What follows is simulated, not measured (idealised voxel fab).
This section sets out a process module, namely voxel transistor to metal.
Xsec cut, 165 nm wide, square cell size 5 nm.
Think of the cross-section as a grid of square cells. We describe it in bands, top to bottom, and each band covers one or more rows of those cells.
Quick guide to a band line: top height, bottom height (nm) up front; then every material left to right with its width in nm. Only one material and it's marked "edge to edge"? Then it fills the band edge to edge. And "blank" just means empty space.
Heights are measured from 0, the level below which the as-received wafer is all one material; the lowest band has no bottom and continues downward, written as in "0..down".
Think of "30 to 40" as a width that walks from the first number to the second as you go down the band, top row to bottom row, taking equal-sized steps from row to row.
Key: "nothing changed" - step with no changed cell in the cross-section.
Heads up: "Non-vented voids" only lists the empty pockets with no open path to the top that are 8 cells or more, and it writes them as width x height at distance, distance from the left edge, in nm.
Note: text after step settings on the step line = simulator remark on that step.
When a step includes a mask, the "overlay nm" setting on its line states how far to the right of its planned place that mask lay, and negative values state how far to the left.
PLAN
- 1: RECEIVE [material Si]
- 2: CONFORMAL_DEP [material SiO2] [thk nm 5]
- 3: CONFORMAL_DEP [material SiN] [thk nm 15]
- 4: DIRECTIONAL_DEP [material aC] [thk nm 10]
- 5: PATTERN [tone cover] [mask id ACTIVE] [material resist] [width nm 105] [thk nm 30] [overlay nm 0]
- 6: DIRECTIONAL_ETCH [etch materials aC] [depth nm 10]
- 7: STRIP [etch materials resist]
- 8: DIRECTIONAL_ETCH [etch materials SiN] [depth nm 15]
- 9: DIRECTIONAL_ETCH [etch materials SiO2] [depth nm 5]
- 10: DIRECTIONAL_ETCH [etch materials Si] [depth nm 30]
- 11: STRIP [etch materials aC]
- 12: OXIDIZE [depth nm 5]
- 13: FILL_DEP [material SiO2] [thk nm 10]
- 14: CMP [height nm 20]
- 15: SELECTIVE_ETCH [etch materials SiO2] [depth nm 5]
- 16: STRIP [etch materials SiN]
- 17: SELECTIVE_ETCH [etch materials SiO2] [depth nm 5]
- 18: OXIDIZE [depth nm 5]
- 19: DIRECTIONAL_DEP [material polySi] [thk nm 20]
- 20: DIRECTIONAL_DEP [material SiCN] [thk nm 10]
- 21: PATTERN [tone cover] [mask id GATE] [material resist] [width nm 35] [thk nm 20] [overlay nm 0]
- 22: DIRECTIONAL_ETCH [etch materials SiCN] [depth nm 20]
- 23: DIRECTIONAL_ETCH [etch materials polySi] [depth nm 30]
- 24: STRIP [etch materials resist]
- 25: CONFORMAL_DEP [material SiO2] [thk nm 5]
- 26: DIRECTIONAL_ETCH [etch materials SiO2] [depth nm 5]
- 27: CONFORMAL_DEP [material SiN] [thk nm 10]
- 28: DIRECTIONAL_ETCH [etch materials SiN] [depth nm 10]
- 29: DIRECTIONAL_ETCH [etch materials SiO2] [depth nm 5]
- 30: DIRECTIONAL_ETCH [etch materials Si] [depth nm 5]
- 31: EPI [material pSi] [thk nm 5]
- 32: FILL_DEP [material SiO2] [thk nm 10]
- 33: CMP [height nm 20]
- 34: STRIP [etch materials polySi]
- 35: SELECTIVE_ETCH [etch materials SiO2] [depth nm 5]
- 36: CONFORMAL_DEP [material HfO2] [thk nm 5]
- 37: CONFORMAL_DEP [material TiN] [thk nm 5]
- 38: FILL_DEP [material W] [thk nm 10]
- 39: CMP [height nm 15]
- 40: DIRECTIONAL_DEP [material SiO2] [thk nm 15]
- 41: DIRECTIONAL_DEP [material aC] [thk nm 10]
- 42: PATTERN [tone open] [mask id CONTACT] [material resist] [width nm 15] [pitch nm 80] [thk nm 30] [overlay nm 0]
- 43: DIRECTIONAL_ETCH [etch materials aC] [depth nm 10]
- 44: STRIP [etch materials resist]
- 45: DIRECTIONAL_ETCH [etch materials SiO2] [depth nm 30]
- 46: STRIP [etch materials aC]
- 47: CONFORMAL_DEP [material TiN] [thk nm 5]
- 48: FILL_DEP [material Ru] [thk nm 5]
- 49: CMP [height nm 30]
- 50: DIRECTIONAL_DEP [material TiN] [thk nm 5]
- 51: DIRECTIONAL_DEP [material Ru] [thk nm 20]
- 52: MASKED_ETCH [tone cover] [mask id METAL_1] [width nm 15] [pitch nm 80] [etch materials Ru] [depth nm 20] [overlay nm 0]
- 53: MASKED_ETCH [tone cover] [mask id METAL_1] [width nm 15] [pitch nm 80] [etch materials TiN] [depth nm 5] [overlay nm 0]
- 54: CONFORMAL_DEP [material SiN] [thk nm 5]
- 55: FILL_DEP [material lowk] [thk nm 10]
- 56: CMP [height nm 55]
- 57: CONFORMAL_DEP [material SiCN] [thk nm 5]
- 58: DIRECTIONAL_DEP [material SiO2] [thk nm 25]
- 59: DIRECTIONAL_DEP [material aC] [thk nm 10]
- 60: PATTERN [tone open] [mask id METAL_2] [material resist] [width nm 15] [pitch nm 80] [thk nm 25] [overlay nm 0]
- 61: DIRECTIONAL_ETCH [etch materials aC] [depth nm 10]
- 62: STRIP [etch materials resist]
- 63: DIRECTIONAL_ETCH [etch materials SiO2] [depth nm 15]
- 64: STRIP [etch materials aC]
- 65: MASKED_ETCH [tone open] [mask id METAL_2_HOLES] [width nm 15] [pitch nm 80] [etch materials SiO2] [depth nm 10] [overlay nm 0]
- 66: MASKED_ETCH [tone open] [mask id METAL_2_HOLES] [width nm 15] [pitch nm 80] [etch materials SiCN] [depth nm 5] [overlay nm 0]
- 67: CONFORMAL_DEP [material TiN] [thk nm 5]
- 68: FILL_DEP [material Cu] [thk nm 10]
- 69: CMP [height nm 85]
- 70: CONFORMAL_DEP [material SiN] [thk nm 5]
Variable across wafers: step 15 depth nm (plan value is that of the first wafer; starting state common to all).
CROSS-SECTION OF THE FIRST OF SEVERAL WAFERS AS RECEIVED (AFTER STEP 1)
	0..down = Si edge to edge
	Non-vented voids: none
THE CROSS-SECTION OF THE FIRST OF SEVERAL WAFERS IS GIVEN BELOW FOR THE END OF THE MODULE, AFTER ITS FINAL STEP, STEP 70
	90..85 = SiN edge to edge
	85..60 = 35 of SiO2  5 of TiN  5 of Cu  5 of TiN  65 of SiO2  5 of TiN  5 of Cu  5 of TiN  35 of SiO2
	60..55 = 35 of SiCN  15 of TiN  65 of SiCN  15 of TiN  35 of SiCN
	55..35 = 30 of lowk  5 of SiN  15 of Ru  5 of SiN  55 of lowk  5 of SiN  15 of Ru  5 of SiN  30 of lowk
	35..30 = 35 of SiN  15 of TiN  65 of SiN  15 of TiN  35 of SiN
	30..15 = 35 of SiO2  5 of TiN  5 of Ru  5 of TiN  65 of SiO2  5 of TiN  5 of Ru  5 of TiN  35 of SiO2
	15..10 = 35 of SiO2  15 of TiN  10 of SiN  5 of HfO2  5 of TiN  25 of W  5 of TiN  5 of HfO2  10 of SiN  15 of TiN  35 of SiO2
	10..5 = 30 of SiO2  10 of SiN  10 of TiN  10 of SiN  5 of HfO2  5 of TiN  25 of W  5 of TiN  5 of HfO2  10 of SiN  10 of TiN  10 of SiN  30 of SiO2
	5..0 = 30 of SiO2  10 of SiN  10 of TiN  10 of SiN  5 of HfO2  35 of TiN  5 of HfO2  10 of SiN  10 of TiN  10 of SiN  30 of SiO2
	0..-5 = 40 of SiO2  10 of pSi  10 of SiO2  45 of HfO2  10 of SiO2  10 of pSi  40 of SiO2
	-5..-10 = 35 of SiO2  5 of Si  10 of pSi  65 of Si  10 of pSi  5 of Si  35 of SiO2
	-10..-35 = 35 of SiO2  95 of Si  35 of SiO2
	-35..down = Si edge to edge
	Non-vented voids: none
LAST WAFER AT THE END
	90..85 = SiN edge to edge
	85..60 = 35 of SiO2  5 of TiN  5 of Cu  5 of TiN  65 of SiO2  5 of TiN  5 of Cu  5 of TiN  35 of SiO2
	60..55 = 35 of SiCN  15 of TiN  65 of SiCN  15 of TiN  35 of SiCN
	55..35 = 30 of lowk  5 of SiN  15 of Ru  5 of SiN  55 of lowk  5 of SiN  15 of Ru  5 of SiN  30 of lowk
	35..30 = 35 of SiN  15 of TiN  65 of SiN  15 of TiN  35 of SiN
	30..15 = 35 of SiO2  5 of TiN  5 of Ru  5 of TiN  65 of SiO2  5 of TiN  5 of Ru  5 of TiN  35 of SiO2
	15..5 = 35 of SiO2  5 of TiN  5 of Ru  5 of TiN  10 of SiN  5 of HfO2  5 of TiN  25 of W  5 of TiN  5 of HfO2  10 of SiN  5 of TiN  5 of Ru  5 of TiN  35 of SiO2
	5..0 = 35 of SiO2  15 of TiN  10 of SiN  5 of HfO2  35 of TiN  5 of HfO2  10 of SiN  15 of TiN  35 of SiO2
	0..-5 = 20 of SiO2  10 of SiN  15 of SiO2  5 of pSi  10 of SiO2  45 of HfO2  10 of SiO2  5 of pSi  15 of SiO2  10 of SiN  20 of SiO2
	-5..-10 = 20 of SiO2  10 of SiN  10 of SiO2  10 of pSi  65 of Si  10 of pSi  10 of SiO2  10 of SiN  20 of SiO2
	-10..-15 = 40 of SiO2  85 of Si  40 of SiO2
	-15..-35 = 35 of SiO2  95 of Si  35 of SiO2
	-35..down = Si edge to edge
	Non-vented voids: none
ROW PER WAFER, END-OF-MODULE: CELL GAIN (+)/LOSS (-) BY MATERIAL SINCE THE WAFER CAME IN, THEN CLOSED VOIDS
depth nm 5; +10 Cu; +15 HfO2; +30 Ru; -121 Si; +27 SiCN; +96 SiN; +358 SiO2; +69 TiN; +10 W; +92 lowk; +8 pSi; Non-vented voids: none
depth nm 10; +10 Cu; +15 HfO2; +32 Ru; -121 Si; +27 SiCN; +92 SiN; +360 SiO2; +69 TiN; +10 W; +92 lowk; +8 pSi; Non-vented voids: none
depth nm 15; +10 Cu; +15 HfO2; +34 Ru; -123 Si; +27 SiCN; +88 SiN; +364 SiO2; +69 TiN; +10 W; +92 lowk; +8 pSi; Non-vented voids: none
depth nm 20; +10 Cu; +15 HfO2; +34 Ru; -123 Si; +27 SiCN; +92 SiN; +362 SiO2; +69 TiN; +10 W; +92 lowk; +6 pSi; Non-vented voids: none
depth nm 25; +10 Cu; +15 HfO2; +34 Ru; -125 Si; +27 SiCN; +96 SiN; +360 SiO2; +69 TiN; +10 W; +92 lowk; +6 pSi; Non-vented voids: none
